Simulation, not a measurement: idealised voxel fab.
process module | voxel self aligned contacts
cross-section cut | 240 nm wide | cells 5 nm
A cross-section is a grid of square cells, given in bands from the top down. A band is one or more rows of cells.
Each band's line starts with the height of the band's top and of its bottom, in nm. Then come its materials from left to right, each with its width in nm. One material with "throughout" fills the band from edge to edge. "air" is empty space.
Height 0 is the level under which the wafer as received is all one material. The lowest band goes on downwards, as in "0 down".
A width such as "30 to 40" changes by the same amount from each row of cells to the next, from the band's top row to its bottom row.
"no change" after a step means that no cell of the cross-section changed.
closed voids: empty space of 8 cells or more with no open way to the top, each as width x height at its distance from the left edge, in nm
after a step's settings: what the simulator itself notes on the step
overlay nm, on a step with a mask: how far to the right of its planned place the mask lay; to the left if negative
plan
1 op RECEIVE | material Si
2 op OXIDIZE | depth nm 5
3 op DIRECTIONAL_DEP | material polySi | thk nm 30
4 op DIRECTIONAL_DEP | material SiN | thk nm 20
5 op DIRECTIONAL_DEP | material aC | thk nm 10
6 op PATTERN | tone cover | mask id GATE | material resist | width nm 25 | pitch nm 65 | thk nm 30 | overlay nm 0
7 op DIRECTIONAL_ETCH | etch materials aC | depth nm 10
8 op STRIP | etch materials resist
9 op DIRECTIONAL_ETCH | etch materials SiN | depth nm 20
10 op DIRECTIONAL_ETCH | etch materials polySi | depth nm 30
11 op STRIP | etch materials aC
12 op CONFORMAL_DEP | material SiN | thk nm 10
13 op DIRECTIONAL_ETCH | etch materials SiN | depth nm 10
14 op FILL_DEP | material SiO2 | thk nm 15
15 op CMP | height nm 60
16 op DIRECTIONAL_DEP | material aC | thk nm 10
17 op PATTERN | tone open | mask id CONTACT | material resist | width nm 50 | thk nm 25 | overlay nm 0
18 op DIRECTIONAL_ETCH | etch materials aC | depth nm 10
19 op STRIP | etch materials resist
20 op DIRECTIONAL_ETCH | etch materials SiO2 | depth nm 65
21 op STRIP | etch materials aC
22 op CONFORMAL_DEP | material TiN | thk nm 5
23 op FILL_DEP | material W | thk nm 5
24 op CMP | height nm 60
25 op CONFORMAL_DEP | material SiN | thk nm 5
first wafer, as planned
as received, after step 1
  0 down: Si throughout
  closed voids: none
after step 2
  0 to -5: SiO2 throughout
  below -5: unchanged
after step 3
  30 to 0: polySi throughout
  below 0: unchanged
after step 4
  50 to 30: SiN throughout
  below 30: unchanged
after step 5
  60 to 50: aC throughout
  below 50: unchanged
after step 6
  90 to 60: air 75 | resist 25 | air 40 | resist 25 | air 75
  below 60: unchanged
after step 7
  80 to 60: air 75 | resist 25 | air 40 | resist 25 | air 75
  60 to 50: air 75 | aC 25 | air 40 | aC 25 | air 75
  below 50: unchanged
after step 8
  60 to 50: air 75 | aC 25 | air 40 | aC 25 | air 75
  below 50: unchanged
after step 9
  60 to 50: air 75 | aC 25 | air 40 | aC 25 | air 75
  50 to 30: air 75 | SiN 25 | air 40 | SiN 25 | air 75
  below 30: unchanged
after step 10
  60 to 50: air 75 | aC 25 | air 40 | aC 25 | air 75
  50 to 30: air 75 | SiN 25 | air 40 | SiN 25 | air 75
  30 to 0: air 75 | polySi 25 | air 40 | polySi 25 | air 75
  below 0: unchanged
after step 11
  50 to 30: air 75 | SiN 25 | air 40 | SiN 25 | air 75
  below 30: unchanged
after step 12
  60 to 30: air 65 | SiN 45 | air 20 | SiN 45 | air 65
  30 to 10: air 65 | SiN 10 | polySi 25 | SiN 10 | air 20 | SiN 10 | polySi 25 | SiN 10 | air 65
  10 to 0: SiN 75 | polySi 25 | SiN 40 | polySi 25 | SiN 75
  below 0: unchanged
after step 13
  50 to 30: air 65 | SiN 45 | air 20 | SiN 45 | air 65
  30 to 0: air 65 | SiN 10 | polySi 25 | SiN 10 | air 20 | SiN 10 | polySi 25 | SiN 10 | air 65
  below 0: unchanged
after step 14
  65 to 50: SiO2 throughout
  50 to 30: SiO2 65 | SiN 45 | SiO2 20 | SiN 45 | SiO2 65
  30 to 0: SiO2 65 | SiN 10 | polySi 25 | SiN 10 | SiO2 20 | SiN 10 | polySi 25 | SiN 10 | SiO2 65
  below 0: unchanged
after step 15
  60 to 50: SiO2 throughout
  below 50: unchanged
after step 16
  70 to 60: aC throughout
  below 60: unchanged
after step 17
  95 to 70: resist 95 | air 50 | resist 95
  below 70: unchanged
after step 18
  85 to 70: resist 95 | air 50 | resist 95
  70 to 60: aC 95 | air 50 | aC 95
  below 60: unchanged
after step 19
  70 to 60: aC 95 | air 50 | aC 95
  below 60: unchanged
after step 20
  70 to 60: aC 95 | air 50 | aC 95
  60 to 50: SiO2 95 | air 50 | SiO2 95
  50 to 30: SiO2 65 | SiN 45 | air 20 | SiN 45 | SiO2 65
  30 to 0: SiO2 65 | SiN 10 | polySi 25 | SiN 10 | air 20 | SiN 10 | polySi 25 | SiN 10 | SiO2 65
  0 to -5: SiO2 110 | air 20 | SiO2 110
  below -5: unchanged
after step 21
  60 to 50: SiO2 95 | air 50 | SiO2 95
  below 50: unchanged
after step 22
  65 to 60: TiN 100 | air 40 | TiN 100
  60 to 50: SiO2 95 | TiN 5 to 20 | air 40 to 10 | TiN 5 to 20 | SiO2 95
  50 to 30: SiO2 65 | SiN 45 | TiN 5 | air 10 | TiN 5 | SiN 45 | SiO2 65
  30 to 0: SiO2 65 | SiN 10 | polySi 25 | SiN 10 | TiN 5 | air 10 | TiN 5 | SiN 10 | polySi 25 | SiN 10 | SiO2 65
  0 to -5: SiO2 110 | TiN 20 | SiO2 110
  below -5: unchanged
after step 23
  70 to 65: W throughout
  65 to 60: TiN 100 | W 40 | TiN 100
  60 to 50: SiO2 95 | TiN 5 to 20 | W 40 to 10 | TiN 5 to 20 | SiO2 95
  50 to 30: SiO2 65 | SiN 45 | TiN 5 | W 10 | TiN 5 | SiN 45 | SiO2 65
  30 to 0: SiO2 65 | SiN 10 | polySi 25 | SiN 10 | TiN 5 | W 10 | TiN 5 | SiN 10 | polySi 25 | SiN 10 | SiO2 65
  below 0: unchanged
after step 24
  60 to 50: SiO2 95 | TiN 5 to 20 | W 40 to 10 | TiN 5 to 20 | SiO2 95
  below 50: unchanged
after step 25
  65 to 60: SiN throughout
  below 60: unchanged
second wafer: like start, like plan, one mistake. Through step 1 it matches the first wafer
when step 2 should have ended: no change
when step 3 should have ended
  30 to 0: polySi throughout
  below 0: unchanged
when step 4 should have ended
  50 to 30: SiN throughout
  below 30: unchanged
when step 5 should have ended
  60 to 50: aC throughout
  below 50: unchanged
when step 6 should have ended
  90 to 60: air 75 | resist 25 | air 40 | resist 25 | air 75
  below 60: unchanged
when step 7 should have ended
  80 to 60: air 75 | resist 25 | air 40 | resist 25 | air 75
  60 to 50: air 75 | aC 25 | air 40 | aC 25 | air 75
  below 50: unchanged
when step 8 should have ended
  60 to 50: air 75 | aC 25 | air 40 | aC 25 | air 75
  below 50: unchanged
when step 9 should have ended
  60 to 50: air 75 | aC 25 | air 40 | aC 25 | air 75
  50 to 30: air 75 | SiN 25 | air 40 | SiN 25 | air 75
  below 30: unchanged
when step 10 should have ended
  60 to 50: air 75 | aC 25 | air 40 | aC 25 | air 75
  50 to 30: air 75 | SiN 25 | air 40 | SiN 25 | air 75
  30 to 0: air 75 | polySi 25 | air 40 | polySi 25 | air 75
  below 0: unchanged
when step 11 should have ended
  50 to 30: air 75 | SiN 25 | air 40 | SiN 25 | air 75
  below 30: unchanged
when step 12 should have ended
  60 to 30: air 65 | SiN 45 | air 20 | SiN 45 | air 65
  30 to 10: air 65 | SiN 10 | polySi 25 | SiN 10 | air 20 | SiN 10 | polySi 25 | SiN 10 | air 65
  10 to 0: SiN 75 | polySi 25 | SiN 40 | polySi 25 | SiN 75
  below 0: unchanged
when step 13 should have ended
  50 to 30: air 65 | SiN 45 | air 20 | SiN 45 | air 65
  30 to 0: air 65 | SiN 10 | polySi 25 | SiN 10 | air 20 | SiN 10 | polySi 25 | SiN 10 | air 65
  below 0: unchanged
when step 14 should have ended
  65 to 50: SiO2 throughout
  50 to 30: SiO2 65 | SiN 45 | SiO2 20 | SiN 45 | SiO2 65
  30 to 0: SiO2 65 | SiN 10 | polySi 25 | SiN 10 | SiO2 20 | SiN 10 | polySi 25 | SiN 10 | SiO2 65
  below 0: unchanged
when step 15 should have ended
  60 to 50: SiO2 throughout
  below 50: unchanged
when step 16 should have ended
  70 to 60: aC throughout
  below 60: unchanged
when step 17 should have ended
  95 to 70: resist 95 | air 50 | resist 95
  below 70: unchanged
when step 18 should have ended
  85 to 70: resist 95 | air 50 | resist 95
  70 to 60: aC 95 | air 50 | aC 95
  below 60: unchanged
when step 19 should have ended
  70 to 60: aC 95 | air 50 | aC 95
  below 60: unchanged
when step 20 should have ended
  70 to 60: aC 95 | air 50 | aC 95
  60 to 50: SiO2 95 | air 50 | SiO2 95
  50 to 30: SiO2 65 | SiN 45 | air 20 | SiN 45 | SiO2 65
  30 to 0: SiO2 65 | SiN 10 | polySi 25 | SiN 10 | air 20 | SiN 10 | polySi 25 | SiN 10 | SiO2 65
  below 0: unchanged
when step 21 should have ended
  60 to 50: SiO2 95 | air 50 | SiO2 95
  below 50: unchanged
when step 22 should have ended
  65 to 60: TiN 100 | air 40 | TiN 100
  60 to 50: SiO2 95 | TiN 5 to 20 | air 40 to 10 | TiN 5 to 20 | SiO2 95
  50 to 30: SiO2 65 | SiN 45 | TiN 5 | air 10 | TiN 5 | SiN 45 | SiO2 65
  30 to 5: SiO2 65 | SiN 10 | polySi 25 | SiN 10 | TiN 5 | air 10 | TiN 5 | SiN 10 | polySi 25 | SiN 10 | SiO2 65
  5 to 0: SiO2 65 | SiN 10 | polySi 25 | SiN 10 | TiN 20 | SiN 10 | polySi 25 | SiN 10 | SiO2 65
  below 0: unchanged
when step 23 should have ended
  70 to 65: W throughout
  65 to 60: TiN 100 | W 40 | TiN 100
  60 to 50: SiO2 95 | TiN 5 to 20 | W 40 to 10 | TiN 5 to 20 | SiO2 95
  50 to 30: SiO2 65 | SiN 45 | TiN 5 | W 10 | TiN 5 | SiN 45 | SiO2 65
  30 to 5: SiO2 65 | SiN 10 | polySi 25 | SiN 10 | TiN 5 | W 10 | TiN 5 | SiN 10 | polySi 25 | SiN 10 | SiO2 65
  below 5: unchanged
when step 24 should have ended
  60 to 50: SiO2 95 | TiN 5 to 20 | W 40 to 10 | TiN 5 to 20 | SiO2 95
  below 50: unchanged
when step 25 should have ended
  65 to 60: SiN throughout
  below 60: unchanged
what went wrong: step 2 was left out
at the end the second wafer has, in cells: 48 more of Si | 44 fewer of SiO2 | 2 fewer of TiN | 2 fewer of W
